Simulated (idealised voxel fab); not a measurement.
process module | voxel self aligned contacts
cross-section cut | 280 nm wide | cells 5 nm
A cross-section is a grid of square cells, given in bands from the top down. A band is one or more rows of cells.
Each band's line starts with the height of the band's top and of its bottom, in nm. Then come its materials from left to right, each with its width in nm. One material with "throughout" fills the band from edge to edge. "air" is empty space.
Height 0 is the level under which the wafer as received is all one material. The lowest band goes on downwards, as in "0 down".
A width such as "30 to 40" changes by the same amount from each row of cells to the next, from the band's top row to its bottom row.
"no change" after a step means that no cell of the cross-section changed.
closed voids: empty space of 8 cells or more with no open way to the top, each as width x height at its distance from the left edge, in nm
after a step's settings: what the simulator itself notes on the step
overlay nm, on a step with a mask: how far to the right of its planned place the mask lay; to the left if negative
plan
1 op RECEIVE | material Si
2 op CONFORMAL_DEP | material SiO2 | thk nm 5
3 op DIRECTIONAL_DEP | material polySi | thk nm 30
4 op DIRECTIONAL_DEP | material SiN | thk nm 15
5 op DIRECTIONAL_DEP | material aC | thk nm 10
6 op PATTERN | tone cover | mask id GATE | material resist | width nm 30 | pitch nm 60 | thk nm 25 | overlay nm 0
7 op DIRECTIONAL_ETCH | etch materials aC | depth nm 10
8 op STRIP | etch materials resist
9 op DIRECTIONAL_ETCH | etch materials SiN | depth nm 15
10 op DIRECTIONAL_ETCH | etch materials polySi | depth nm 30
11 op STRIP | etch materials aC
12 op CONFORMAL_DEP | material SiN | thk nm 5
13 op DIRECTIONAL_ETCH | etch materials SiN | depth nm 5
14 op FILL_DEP | material SiO2 | thk nm 15
15 op CMP | height nm 60
16 op MASKED_ETCH | tone open | mask id CONTACT | width nm 40 | etch materials SiO2 | depth nm 60 | overlay nm 0
17 op CONFORMAL_DEP | material TiN | thk nm 5
18 op FILL_DEP | material W | thk nm 10
19 op CMP | height nm 60
20 op CONFORMAL_DEP | material SiCN | thk nm 5
as received, after step 1
  0 down: Si throughout
  closed voids: none
first wafer at the end, as planned
  65 to 60: SiCN throughout
  60 to 50: SiO2 120 | TiN 5 to 15 | W 30 to 10 | TiN 5 to 15 | SiO2 120
  50 to 35: SiO2 90 | SiN 40 | TiN 5 | W 10 | TiN 5 | SiN 40 | SiO2 90
  35 to 5: SiO2 90 | SiN 5 | polySi 30 | SiN 5 | TiN 5 | W 10 | TiN 5 | SiN 5 | polySi 30 | SiN 5 | SiO2 90
  5 to 0: SiO2 130 | TiN 20 | SiO2 130
  0 down: Si throughout
  closed voids: none
second wafer at the end: like start, like plan, one mistake
  65 to 60: SiCN throughout
  60 to 50: SiO2 120 | TiN 5 to 15 | W 30 to 10 | TiN 5 to 15 | SiO2 120
  50 to 25: SiO2 90 | SiN 5 | polySi 30 | SiN 5 | TiN 5 | W 10 | TiN 5 | SiN 5 | polySi 30 | SiN 5 | SiO2 90
  25 to 20: SiO2 90 | SiN 5 | polySi 30 | SiN 5 | TiN 20 | SiN 5 | polySi 30 | SiN 5 | SiO2 90
  20 to 5: SiN throughout
  5 to 0: SiO2 throughout
  0 down: Si throughout
  closed voids: none
what went wrong: steps 3 and 4 were swapped
at the end the second wafer has, in cells: 120 more of SiN | 104 fewer of SiO2 | 8 fewer of TiN | 8 fewer of W
